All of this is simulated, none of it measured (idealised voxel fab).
This is a process module. Its name is voxel ribs on slabs.
Square cell edge 5 nm, section width 185 nm, ID cut.
Cross-section = grid of square cells, listed top down in bands; band = one or more rows.
Heads up on the band format: heights come first, top then bottom, in nm. After that it's the materials left to right, each with its width in nm. A single material flagged "all across" fills the whole band edge to edge, and "empty" means there's empty space there.
All heights in this document are referenced to 0, defined as the level beneath which the wafer, as received, consists entirely of one material. The lowest band is not bounded below; it extends indefinitely downward and is written in the form "top 0, no bottom".
Graded width ("30 to 40"): value in top row of band = first number; value in bottom row = second number; row-to-row change constant.
The cross-section has no changed cell in any step marked "stayed the same".
"Catalogued sealed voids": empty spaces of 8 cells or more with no open way to the top, each given as width x height at distance, distance from the left edge, all in nm.
Formally, on a step line, whatever follows the settings is a remark that the simulator itself makes on the step.
A step's line can hold "overlay nm"; with a mask on that step, the setting says how far right of the planned place the mask lay, while a negative setting says it lay to the left.

# Process steps - plan
1,RECEIVE [material Si]
2,DIRECTIONAL_DEP [material SiO2] [thk nm 20]
3,DIRECTIONAL_DEP [material SiN] [thk nm 15]
4,PATTERN [tone cover] [mask id RIB] [material resist] [width nm 15] [thk nm 20] [overlay nm 0]
5,DIRECTIONAL_ETCH [etch materials SiN] [depth nm 5]
6,STRIP [etch materials resist]
7,DIRECTIONAL_DEP [material aC] [thk nm 10]
8,PATTERN [tone cover] [mask id SLAB] [material resist] [width nm 65] [thk nm 30] [overlay nm 0]
9,DIRECTIONAL_ETCH [etch materials aC] [depth nm 10]
10,STRIP [etch materials resist]
11,DIRECTIONAL_ETCH [etch materials SiN] [depth nm 10]
12,STRIP [etch materials aC]
13,FILL_DEP [material SiO2] [thk nm 20]
14,CMP [height nm 50]
15,DIRECTIONAL_DEP [material TiN] [thk nm 5]
16,DIRECTIONAL_DEP [material aC] [thk nm 15]
17,PATTERN [tone cover] [mask id HEATER] [material resist] [width nm 25] [thk nm 30] [overlay nm 0]
18,DIRECTIONAL_ETCH [etch materials aC] [depth nm 15]
19,STRIP [etch materials resist]
20,DIRECTIONAL_ETCH [etch materials TiN] [depth nm 5]
21,STRIP [etch materials aC]
22,CONFORMAL_DEP [material SiO2] [thk nm 5]

# As-received state of the wafer in cross-section, equivalent to post-step 1
  top 0, no bottom  Si all across
  Catalogued sealed voids: none

# First wafer of two, sectioned at end of module; run went per plan
  top 60, bottom 55  empty 75 nm, then SiO2 35 nm, then empty 75 nm
  top 55, bottom 50  SiO2 80 nm, then TiN 25 nm, then SiO2 80 nm
  top 50, bottom 35  SiO2 all across
  top 35, bottom 30  SiO2 85 nm, then SiN 15 nm, then SiO2 85 nm
  top 30, bottom 20  SiO2 60 nm, then SiN 65 nm, then SiO2 60 nm
  top 20, bottom 0  SiO2 all across
  top 0, no bottom  Si all across
  Catalogued sealed voids: none

# Same start, same plan as the first wafer - but one mistake in the run. Cross-section of the second of the two at the end of the module
  top 60, bottom 55  empty 75 nm, then SiO2 35 nm, then empty 75 nm
  top 55, bottom 50  SiO2 80 nm, then TiN 25 nm, then SiO2 80 nm
  top 50, bottom 35  SiO2 all across
  top 35, bottom 30  SiO2 85 nm, then SiN 15 nm, then SiO2 85 nm
  top 30, bottom 20  SiO2 65 nm, then SiN 55 nm, then SiO2 65 nm
  top 20, bottom 0  SiO2 all across
  top 0, no bottom  Si all across
  Catalogued sealed voids: none
Against the plan, the run slipped here: rather than as planned, step 8 actually ran as PATTERN [tone cover] [mask id SLAB] [material resist] [width nm 55] [thk nm 30] [overlay nm 0]
End check, counted in cells, second wafer has more or fewer of these materials than the first: -4 SiN, +4 SiO2
